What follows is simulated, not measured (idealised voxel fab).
This section sets out a process module, namely voxel self aligned contacts.
Displayed cross-section: cut, width of 235 nm, square cells sized 5 nm.
The cross-sections in this document take the form of a grid made of square cells. They are written out as bands, in order from top to bottom. Each band consists of one or more rows of cells.
First you get the band's top height and its bottom height, in nm, and then the materials it's made of, left to right, with each width in nm. If you see a single material with "all across", that one covers the band edge to edge. "empty" is empty space.
The reference from which all heights are counted is 0, the level beneath which the as-received wafer is entirely one material; the lowest band, having no lower bound, proceeds downward and is written after the example "0..down".
Top row gets the first number, bottom row gets the second, and each row in between changes by the same step: that is how a band width like "30..40" works.
"stayed the same" -> step changed no cross-section cell.
In "Fully sealed cavities" the enclosed voids are listed, meaning empty spaces of 8 cells or larger without any opening to the top. The form is width x height at distance, distance from the left edge, units nm.
The remark found on a step's line after its settings is issued by the simulator itself and pertains to that step.
For masked steps, "overlay nm" on the step line gives how far right of plan the mask actually lay; a minus sign means it lay to the left.
The following list gives the planned process steps
- 1: RECEIVE | material Si
- 2: OXIDIZE | depth nm 5
- 3: DIRECTIONAL_DEP | material polySi | thk nm 25
- 4: DIRECTIONAL_DEP | material SiN | thk nm 15
- 5: MASKED_ETCH | tone cover | mask id GATE | width nm 25 | pitch nm 50 | etch materials SiN | depth nm 15 | overlay nm 0
- 6: MASKED_ETCH | tone cover | mask id GATE | width nm 25 | pitch nm 50 | etch materials polySi | depth nm 25 | overlay nm 0
- 7: CONFORMAL_DEP | material SiN | thk nm 5
- 8: DIRECTIONAL_ETCH | etch materials SiN | depth nm 5
- 9: FILL_DEP | material SiO2 | thk nm 20
- 10: CMP | height nm 50
- 11: PATTERN | tone open | mask id CONTACT | material resist | width nm 35 | thk nm 15 | overlay nm 0
- 12: DIRECTIONAL_ETCH | etch materials SiO2 | depth nm 55
- 13: STRIP | etch materials resist
- 14: CONFORMAL_DEP | material TiN | thk nm 5
- 15: FILL_DEP | material W | thk nm 5
- 16: CMP | height nm 50
- 17: CONFORMAL_DEP | material SiCN | thk nm 5
Cross-sectional view of the wafer in its as-received condition, corresponding to the state after step 1
> 0..down | Si all across
> Fully sealed cavities: none
As-planned run: cross-section of the first of two wafers at end of module
> 55..50 | SiCN all across
> 50..40 | SiO2=100 / TiN=5..15 / W=25..5 / TiN=5..15 / SiO2=100
> 40..25 | SiO2=75 / SiN=35 / TiN=5 / W=5 / TiN=5 / SiN=35 / SiO2=75
> 25..0 | SiO2=75 / SiN=5 / polySi=25 / SiN=5 / TiN=5 / W=5 / TiN=5 / SiN=5 / polySi=25 / SiN=5 / SiO2=75
> 0..-5 | SiO2=110 / TiN=15 / SiO2=110
> -5..down | Si all across
> Fully sealed cavities: none
Second wafer through the module, sectioned at the end: same beginning and same plan as the first wafer, with one mistake in carrying it out
> 55..50 | SiCN all across
> 50..45 | SiO2=100 / TiN=5 / W=25 / TiN=5 / SiO2=100
> 45..40 | SiO2=100 / TiN=35 / SiO2=100
> 40..25 | SiN=85 / SiO2=15 / SiN=35 / SiO2=15 / SiN=85
> 25..0 | polySi all across
> 0..-5 | SiO2 all across
> -5..down | Si all across
> Fully sealed cavities: none
The mistake made against the process plan was this: step 5, actual vs plan mismatch, actual run MASKED_ETCH | tone open | mask id GATE | width nm 25 | pitch nm 50 | etch materials SiN | depth nm 15 | overlay nm 0
Heads up, by the end the second wafer has more or fewer cells of some materials compared to the first: +61 SiN; -219 SiO2; -18 TiN; -9 W; +185 polySi
